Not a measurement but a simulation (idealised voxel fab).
The process module that follows is named voxel transistor to metal.
Displayed cross-section: cut, width of 145 nm, square cells sized 5 nm.
Cross-section spec: square-cell grid; bands listed top down; each band is one or more rows.
Per band: top height and bottom height in nm, followed by the left-to-right materials and their widths in nm; "throughout" marks a single material spanning edge to edge, "empty" marks empty space.
Height 0 is the level under which the wafer as received is all one material. The lowest band goes on downwards, as in "z 0 and below".
The expression "30..40" gives the width at the extremes of the band, the first number at its top row of cells and the second at its bottom row, with the width changing by equal amounts from each row to the next in between.
"remained unchanged", as given for a step, is the statement that not any cell of the cross-section underwent a change during that step.
Any empty space of 8 cells or more lacking an open way to the top shows up in "Closed void table" as width x height at distance, distance from the left edge, in nm.
What comes after the settings on a step's line is commentary from the simulator itself on that step.
Each step line may optionally specify "overlay nm", which for a step with a mask gives the rightward distance between the mask's planned place and where it lay, a negative value indicating the leftward direction.

Set out below are the planned steps of the process:
step 1: RECEIVE with material Si
step 2: CONFORMAL_DEP with material SiO2, thk nm 5
step 3: CONFORMAL_DEP with material SiN, thk nm 15
step 4: MASKED_ETCH with tone cover, mask id ACTIVE, width nm 105, etch materials SiN, depth nm 15, overlay nm 0
step 5: MASKED_ETCH with tone cover, mask id ACTIVE, width nm 105, etch materials SiO2, depth nm 5, overlay nm 0
step 6: MASKED_ETCH with tone cover, mask id ACTIVE, width nm 105, etch materials Si, depth nm 30, overlay nm 0
step 7: FILL_DEP with material SiO2, thk nm 15
step 8: CMP with height nm 20
step 9: SELECTIVE_ETCH with etch materials SiO2, depth nm 10
step 10: STRIP with etch materials SiN
step 11: SELECTIVE_ETCH with etch materials SiO2, depth nm 5
step 12: OXIDIZE with depth nm 5
step 13: DIRECTIONAL_DEP with material polySi, thk nm 20
step 14: DIRECTIONAL_DEP with material SiCN, thk nm 10
step 15: MASKED_ETCH with tone cover, mask id GATE, width nm 15, etch materials SiCN, depth nm 20, overlay nm 0
step 16: MASKED_ETCH with tone cover, mask id GATE, width nm 15, etch materials polySi, depth nm 30, overlay nm 0
step 17: CONFORMAL_DEP with material SiO2, thk nm 5
step 18: DIRECTIONAL_ETCH with etch materials SiO2, depth nm 5
step 19: CONFORMAL_DEP with material SiN, thk nm 5
step 20: DIRECTIONAL_ETCH with etch materials SiN, depth nm 5
step 21: DIRECTIONAL_ETCH with etch materials SiO2, depth nm 5
step 22: DIRECTIONAL_ETCH with etch materials Si, depth nm 10
step 23: EPI with material SiGe, thk nm 15
step 24: FILL_DEP with material SiO2, thk nm 10
step 25: CMP with height nm 30
step 26: DIRECTIONAL_DEP with material SiO2, thk nm 15
step 27: MASKED_ETCH with tone open, mask id CONTACT, width nm 30, pitch nm 55, etch materials SiO2, depth nm 35, overlay nm 0
step 28: CONFORMAL_DEP with material TiN, thk nm 5
step 29: FILL_DEP with material W, thk nm 5
step 30: CMP with height nm 45
step 31: CONFORMAL_DEP with material SiN, thk nm 5
step 32: DIRECTIONAL_DEP with material SiO2, thk nm 20
step 33: DIRECTIONAL_DEP with material aC, thk nm 10
step 34: PATTERN with tone open, mask id METAL_1, material resist, width nm 15, pitch nm 70, thk nm 30, overlay nm 0
step 35: DIRECTIONAL_ETCH with etch materials aC, depth nm 10
step 36: STRIP with etch materials resist
step 37: DIRECTIONAL_ETCH with etch materials SiO2, depth nm 20
step 38: DIRECTIONAL_ETCH with etch materials SiN, depth nm 5
step 39: STRIP with etch materials aC
step 40: CONFORMAL_DEP with material TiN, thk nm 5
step 41: FILL_DEP with material W, thk nm 10
step 42: CMP with height nm 70
step 43: CONFORMAL_DEP with material SiCN, thk nm 5
step 44: DIRECTIONAL_DEP with material lowk, thk nm 35
step 45: MASKED_ETCH with tone open, mask id METAL_2, width nm 15, pitch nm 70, etch materials lowk, depth nm 20, overlay nm 0
step 46: DIRECTIONAL_DEP with material aC, thk nm 15
step 47: PATTERN with tone open, mask id METAL_2_HOLES, material resist, width nm 15, pitch nm 70, thk nm 30, overlay nm 0
step 48: DIRECTIONAL_ETCH with etch materials aC, depth nm 15
step 49: STRIP with etch materials resist
step 50: DIRECTIONAL_ETCH with etch materials lowk, depth nm 15
step 51: DIRECTIONAL_ETCH with etch materials SiCN, depth nm 5
step 52: STRIP with etch materials aC
step 53: CONFORMAL_DEP with material TiN, thk nm 5
step 54: FILL_DEP with material Ru, thk nm 10
step 55: CMP with height nm 110
step 56: CONFORMAL_DEP with material SiN, thk nm 5

Incoming wafer, cross-sectional view, post step 1:
  z 0 and below: Si throughout
  Closed void table: none

Wafer cross-section at end of module: start and plan as shown above, one execution error:
  z 115 to 110: SiN throughout
  z 110 to 75: 30 of lowk, then 5 of TiN, then 5 of Ru, then 5 of TiN, then 55 of lowk, then 5 of TiN, then 5 of Ru, then 5 of TiN, then 30 of lowk
  z 75 to 70: 30 of SiCN, then 15 of TiN, then 55 of SiCN, then 15 of TiN, then 30 of SiCN
  z 70 to 50: 30 of SiO2, then 5 of TiN, then 5 of W, then 5 of TiN, then 55 of SiO2, then 5 of TiN, then 5 of W, then 5 of TiN, then 30 of SiO2
  z 50 to 45: 30 of SiN, then 15 of TiN, then 55 of SiN, then 15 of TiN, then 30 of SiN
  z 45 to 35: 30 of SiO2, then 5 of TiN, then 20 of W, then 5 of TiN, then 25 of SiO2, then 5 of TiN, then 20 of W, then 5 of TiN, then 30 of SiO2
  z 35 to 30: 30 of SiO2, then 5 of TiN, then 15 of W, then 10 of TiN, then 25 of SiO2, then 10 of TiN, then 15 of W, then 5 of TiN, then 30 of SiO2
  z 30 to 20: 30 of SiO2, then 5 of TiN, then 15 of W, then 5 of TiN, then 5 of SiN, then 5 of SiO2, then 15 of SiCN, then 5 of SiO2, then 5 of SiN, then 5 of TiN, then 15 of W, then 5 of TiN, then 30 of SiO2
  z 20 to 15: 30 of SiO2, then 5 of TiN, then 15 of W, then 5 of TiN, then 5 of SiN, then 5 of SiO2, then 15 of polySi, then 5 of SiO2, then 5 of SiN, then 5 of TiN, then 15 of W, then 5 of TiN, then 30 of SiO2
  z 15 to 10: 30 of SiO2, then 25 of TiN, then 5 of SiN, then 5 of SiO2, then 15 of polySi, then 5 of SiO2, then 5 of SiN, then 25 of TiN, then 30 of SiO2
  z 10 to 5: 20 of SiO2, then 35 of SiGe, then 5 of SiN, then 5 of SiO2, then 15 of polySi, then 5 of SiO2, then 5 of SiN, then 15 of SiGe, then 5 of SiO2, then 20 of SiGe, then 15 of SiO2
  z 5 to 0: 20 of SiO2, then 5 of SiN, then 30 of SiGe, then 5 of SiN, then 5 of SiO2, then 15 of polySi, then 5 of SiO2, then 5 of SiN, then 15 of SiGe, then 5 of SiO2, then 15 of SiGe, then 5 of SiN, then 15 of SiO2
  z 0 to -5: 25 of SiO2, then 30 of SiGe, then 35 of SiO2, then 35 of SiGe, then 20 of SiO2
  z -5 to -15: 20 of SiO2, then 5 of Si, then 30 of SiGe, then 35 of Si, then 35 of SiGe, then 5 of Si, then 15 of SiO2
  z -15 to -30: 20 of SiO2, then 110 of Si, then 15 of SiO2
  z -30 and below: Si throughout
  Closed void table: none
what went wrong: note that step 4 departed from the planned setting and was carried out as MASKED_ETCH with tone cover, mask id ACTIVE, width nm 110, etch materials SiN, depth nm 15, overlay nm 0
